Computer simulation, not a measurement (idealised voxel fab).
Process module under the name voxel gate over fins
cross-section cut | 185 nm wide | cells 5 nm
For the purposes of this document, a cross-section shall be understood as a grid of square cells, specified as bands listed in top-to-bottom order, each band consisting of one or more rows of cells. It is stipulated that each band's entry specify, in nanometres, the height of the top of the band and then that of its bottom, followed by the materials of the band in left-to-right sequence, each together with its width in nanometres. A single material marked by the word "full width" is understood to fill the band from edge to edge; the word "air" is understood to denote empty space. Height 0 is the level under which the wafer as received is all one material. The lowest band goes on downwards, as in "z 0 and below". A width such as "30->40" changes by the same amount from each row of cells to the next, from the band's top row to its bottom row. Where a step carries "all unchanged", the cross-section came out of it unchanged, cell for cell. Basically, "Trapped voids" tells you about the enclosed voids: empty spaces with no open way to the top, 8 cells or bigger, each written width x height at distance, where distance is from the left edge, all in nm. Heads up: the bit after the settings on a step's line is the simulator's remark on that step. overlay nm: mask right of planned place by this much (step with mask). Neg. = left.

Below is the list of planned process steps
- 1: RECEIVE | material Si
- 2: CONFORMAL_DEP | material SiN | thk nm 5
- 3: PATTERN | tone cover | mask id FINS | material resist | width nm 15 | pitch nm 35 | thk nm 20 | overlay nm 0
- 4: DIRECTIONAL_ETCH | etch materials SiN | depth nm 5
- 5: DIRECTIONAL_ETCH | etch materials Si | depth nm 40
- 6: STRIP | etch materials resist
- 7: FILL_DEP | material SiO2 | thk nm 10
- 8: CMP | height nm 5
- 9: SELECTIVE_ETCH | etch materials SiO2 | depth nm 15
- 10: STRIP | etch materials SiN
- 11: CONFORMAL_DEP | material HfO2 | thk nm 5
- 12: CONFORMAL_DEP | material TiN | thk nm 5
- 13: FILL_DEP | material W | thk nm 10
- 14: CMP | height nm 15
- 15: CONFORMAL_DEP | material SiCN | thk nm 10

Here's what the wafer looked like in cross-section when it arrived - that's after step 1
> z 0 and below = Si full width
> Trapped voids: none

The module was run from the start shown above using the plan shown above, but one mistake was made doing it; the resulting wafer cross-section is below
> z 25 to 15 = SiCN full width
> z 15 to 5 = W full width
> z 5 to 0 = 45 nm W / 25 nm TiN / 10 nm W / 25 nm TiN / 10 nm W / 25 nm TiN / 45 nm W
> z 0 to -5 = 45 nm W / 5 nm TiN / 15 nm Si / 5 nm TiN / 10 nm W / 5 nm TiN / 15 nm Si / 5 nm TiN / 10 nm W / 5 nm TiN / 15 nm Si / 5 nm TiN / 45 nm W
> z -5 to -10 = 50 nm TiN / 15 nm Si / 20 nm TiN / 15 nm Si / 20 nm TiN / 15 nm Si / 50 nm TiN
> z -10 to -40 = 50 nm SiO2 / 15 nm Si / 20 nm SiO2 / 15 nm Si / 20 nm SiO2 / 15 nm Si / 50 nm SiO2
> z -40 and below = Si full width
> Trapped voids: none
So what did we get wrong on this run? step 11 of the plan was omitted and not executed
